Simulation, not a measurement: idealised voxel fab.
The document below concerns the process module designated voxel self aligned contacts.
The cross-section on display is named cut; it measures 255 nm wide, and its cells are 5 nm squares.
A cross-section is a grid of square cells, given in bands from the top down. A band is one or more rows of cells.
Per band: top height and bottom height in nm, followed by the left-to-right materials and their widths in nm; "full width" marks a single material spanning edge to edge, "empty" marks empty space.
Heights from 0 (as-received wafer is one material below). Bottom band endless downward, as "0 down".
Read "30->40" as a graded width: first number on top, second number at the bottom, same change between each pair of neighbouring rows.
Basically "remained the same" means that step didn't change any cell in the cross-section.
For the entry "Completely sealed voids", the listed items are empty spaces with no open way to the top whose size is 8 cells or more; each item follows the pattern width x height at distance, where distance is from the left edge and all three are in nm.
Note: text after step settings on the step line = simulator remark on that step.
When a step includes a mask, the "overlay nm" setting on its line states how far to the right of its planned place that mask lay, and negative values state how far to the left.

Intended process steps:
1,RECEIVE,material Si
2,OXIDIZE,depth nm 5
3,DIRECTIONAL_DEP,material polySi,thk nm 30
4,DIRECTIONAL_DEP,material SiN,thk nm 25
5,DIRECTIONAL_DEP,material aC,thk nm 10
6,PATTERN,tone cover,mask id GATE,material resist,width nm 30,pitch nm 75,thk nm 30,overlay nm 0
7,DIRECTIONAL_ETCH,etch materials aC,depth nm 10
8,STRIP,etch materials resist
9,DIRECTIONAL_ETCH,etch materials SiN,depth nm 25
10,DIRECTIONAL_ETCH,etch materials polySi,depth nm 30
11,STRIP,etch materials aC
12,CONFORMAL_DEP,material SiN,thk nm 10
13,DIRECTIONAL_ETCH,etch materials SiN,depth nm 10
14,FILL_DEP,material SiO2,thk nm 15
15,CMP,height nm 60
16,MASKED_ETCH,tone open,mask id CONTACT,width nm 55,etch materials SiO2,depth nm 65,overlay nm 0
17,CONFORMAL_DEP,material TiN,thk nm 5
18,FILL_DEP,material W,thk nm 5
19,CMP,height nm 60
20,CONFORMAL_DEP,material SiCN,thk nm 5

As received (post step 1): cross-section:
    0 down  Si full width
    Completely sealed voids: none

Module complete, cross-section. Starting point and plan per above. One mistake made in running the module:
    65 to 60  SiCN full width
    60 to 55  SiO2 (100) / TiN (20) / W (15) / TiN (20) / SiO2 (100)
    55 to 30  SiO2 (65) / SiN (50) / TiN (5) / W (15) / TiN (5) / SiN (50) / SiO2 (65)
    30 to 5  SiO2 (65) / SiN (10) / polySi (30) / SiN (10) / TiN (5) / W (15) / TiN (5) / SiN (10) / polySi (30) / SiN (10) / SiO2 (65)
    5 to 0  SiO2 (65) / SiN (10) / polySi (30) / SiN (10) / TiN (25) / SiN (10) / polySi (30) / SiN (10) / SiO2 (65)
    0 down  Si full width
    Completely sealed voids: none
Deviation noted in wafer processing: the plan's step 2 was left out and never carried out
